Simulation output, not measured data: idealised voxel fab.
voxel transistor to metal: a process module
Shown is cross-section cut, with a width of 280 nm and square cells of size 5 nm.
Heads up, the way a cross-section reads in here is a grid of square cells, handed over as bands from the top down, with every band being one or more rows of cells.
It is stipulated that each band's entry specify, in nanometres, the height of the top of the band and then that of its bottom, followed by the materials of the band in left-to-right sequence, each together with its width in nanometres. A single material marked by the word "throughout" is understood to fill the band from edge to edge; the word "blank" is understood to denote empty space.
Note: height 0 marks the level under which the wafer is uniformly one material as received. Lowest band unbounded below, written "0 -> down".
You'd read "30 to 40" like this: the band's top row of cells is as wide as the first number, its bottom row is as wide as the second, and going down, every row changes width by the same amount as the row before did.
"remained the same" after a step means that no cell of the cross-section changed.
If an empty space has no open way to the top and is at least 8 cells in size, "Enclosed void inventory" lists it, written width x height at distance, where distance is measured from the left edge and every value is in nm.
Formally, on a step line, whatever follows the settings is a remark that the simulator itself makes on the step.
"overlay nm" denotes, for a step that has a mask, the displacement of the mask to the right of its planned place, with negative values corresponding to the left.
[Process steps - plan]
1,RECEIVE [material Si]
2,OXIDIZE [depth nm 5]
3,CONFORMAL_DEP [material SiN] [thk nm 10]
4,MASKED_ETCH [tone cover] [mask id ACTIVE] [width nm 110] [pitch nm 140] [etch materials SiN] [depth nm 10] [overlay nm 0]
5,MASKED_ETCH [tone cover] [mask id ACTIVE] [width nm 110] [pitch nm 140] [etch materials SiO2] [depth nm 5] [overlay nm 0]
6,MASKED_ETCH [tone cover] [mask id ACTIVE] [width nm 110] [pitch nm 140] [etch materials Si] [depth nm 25] [overlay nm 0]
7,FILL_DEP [material SiO2] [thk nm 15]
8,CMP [height nm 10]
9,SELECTIVE_ETCH [etch materials SiO2] [depth nm 5]
10,STRIP [etch materials SiN]
11,SELECTIVE_ETCH [etch materials SiO2] [depth nm 5]
12,OXIDIZE [depth nm 5]
13,DIRECTIONAL_DEP [material polySi] [thk nm 20]
14,DIRECTIONAL_DEP [material SiCN] [thk nm 15]
15,DIRECTIONAL_DEP [material aC] [thk nm 10]
16,PATTERN [tone cover] [mask id GATE] [material resist] [width nm 20] [pitch nm 140] [thk nm 30] [overlay nm 0]
17,DIRECTIONAL_ETCH [etch materials aC] [depth nm 10]
18,STRIP [etch materials resist]
19,DIRECTIONAL_ETCH [etch materials SiCN] [depth nm 25]
20,DIRECTIONAL_ETCH [etch materials polySi] [depth nm 30]
21,STRIP [etch materials aC]
22,CONFORMAL_DEP [material SiN] [thk nm 10]
23,DIRECTIONAL_ETCH [etch materials SiN] [depth nm 10]
24,DIRECTIONAL_ETCH [etch materials SiO2] [depth nm 5]
25,DIRECTIONAL_ETCH [etch materials Si] [depth nm 5]
26,EPI [material pSi] [thk nm 5]
27,FILL_DEP [material SiO2] [thk nm 5]
28,CMP [height nm 15]
29,STRIP [etch materials polySi]
30,SELECTIVE_ETCH [etch materials SiO2] [depth nm 5]
31,CONFORMAL_DEP [material HfO2] [thk nm 5]
32,CONFORMAL_DEP [material TiN] [thk nm 5]
33,FILL_DEP [material W] [thk nm 5]
34,CMP [height nm 10]
35,DIRECTIONAL_DEP [material SiO2] [thk nm 15]
36,DIRECTIONAL_DEP [material aC] [thk nm 10]
37,PATTERN [tone open] [mask id CONTACT] [material resist] [width nm 20] [thk nm 25] [overlay nm 0]
38,DIRECTIONAL_ETCH [etch materials aC] [depth nm 10]
39,STRIP [etch materials resist]
40,DIRECTIONAL_ETCH [etch materials SiO2] [depth nm 35]
41,STRIP [etch materials aC]
42,CONFORMAL_DEP [material TiN] [thk nm 5]
43,FILL_DEP [material W] [thk nm 10]
44,CMP [height nm 25]
45,CONFORMAL_DEP [material SiN] [thk nm 5]
46,DIRECTIONAL_DEP [material SiO2] [thk nm 20]
47,DIRECTIONAL_DEP [material aC] [thk nm 15]
48,PATTERN [tone open] [mask id METAL_1] [material resist] [width nm 20] [thk nm 35] [overlay nm 0]
49,DIRECTIONAL_ETCH [etch materials aC] [depth nm 15]
50,STRIP [etch materials resist]
51,DIRECTIONAL_ETCH [etch materials SiO2] [depth nm 20]
52,DIRECTIONAL_ETCH [etch materials SiN] [depth nm 5]
53,STRIP [etch materials aC]
54,CONFORMAL_DEP [material TiN] [thk nm 5]
55,FILL_DEP [material Cu] [thk nm 5]
56,CMP [height nm 50]
57,EPI [material Ru] [thk nm 5]
58,FILL_DEP [material SiCN] [thk nm 5]
59,DIRECTIONAL_DEP [material lowk] [thk nm 30]
60,MASKED_ETCH [tone open] [mask id METAL_2_HOLES] [width nm 15] [pitch nm 140] [etch materials lowk] [depth nm 30] [overlay nm 0]
61,PATTERN [tone open] [mask id METAL_2] [material resist] [width nm 20] [pitch nm 140] [thk nm 15] [overlay nm 0]
62,DIRECTIONAL_ETCH [etch materials lowk] [depth nm 15]
63,DIRECTIONAL_ETCH [etch materials SiCN] [depth nm 5]
64,STRIP [etch materials resist]
65,CONFORMAL_DEP [material TiN] [thk nm 5]
66,FILL_DEP [material Cu] [thk nm 5]
67,CMP [height nm 90]
68,CONFORMAL_DEP [material SiCN] [thk nm 5]
Split variable: width nm, step 16. Plan value = first wafer. Wafers start alike.
[So this is the first of several wafers, cross-sectioned as it came to us, meaning it's at the end of step 1]
    0 -> down: Si throughout
    Enclosed void inventory: none
[Per wafer, end of module: cells gained (+) or lost (-) per material since receipt, then closed voids]
width nm 20, +48 Cu, +24 HfO2, +24 Ru, -184 Si, +138 SiCN, +72 SiN, +416 SiO2, +156 TiN, +44 W, +294 lowk, +32 pSi, Enclosed void inventory: none
width nm 25, +48 Cu, +26 HfO2, +24 Ru, -182 Si, +138 SiCN, +72 SiN, +408 SiO2, +158 TiN, +48 W, +294 lowk, +30 pSi, Enclosed void inventory: none
width nm 30, +48 Cu, +28 HfO2, +24 Ru, -180 Si, +138 SiCN, +72 SiN, +400 SiO2, +160 TiN, +52 W, +294 lowk, +28 pSi, Enclosed void inventory: none
width nm 35, +48 Cu, +30 HfO2, +24 Ru, -178 Si, +138 SiCN, +72 SiN, +394 SiO2, +162 TiN, +54 W, +294 lowk, +26 pSi, Enclosed void inventory: none
width nm 40, +48 Cu, +32 HfO2, +24 Ru, -176 Si, +138 SiCN, +72 SiN, +388 SiO2, +164 TiN, +56 W, +294 lowk, +24 pSi, Enclosed void inventory: none
width nm 45, +48 Cu, +34 HfO2, +24 Ru, -174 Si, +138 SiCN, +72 SiN, +388 SiO2, +164 TiN, +54 W, +294 lowk, +22 pSi, Enclosed void inventory: none
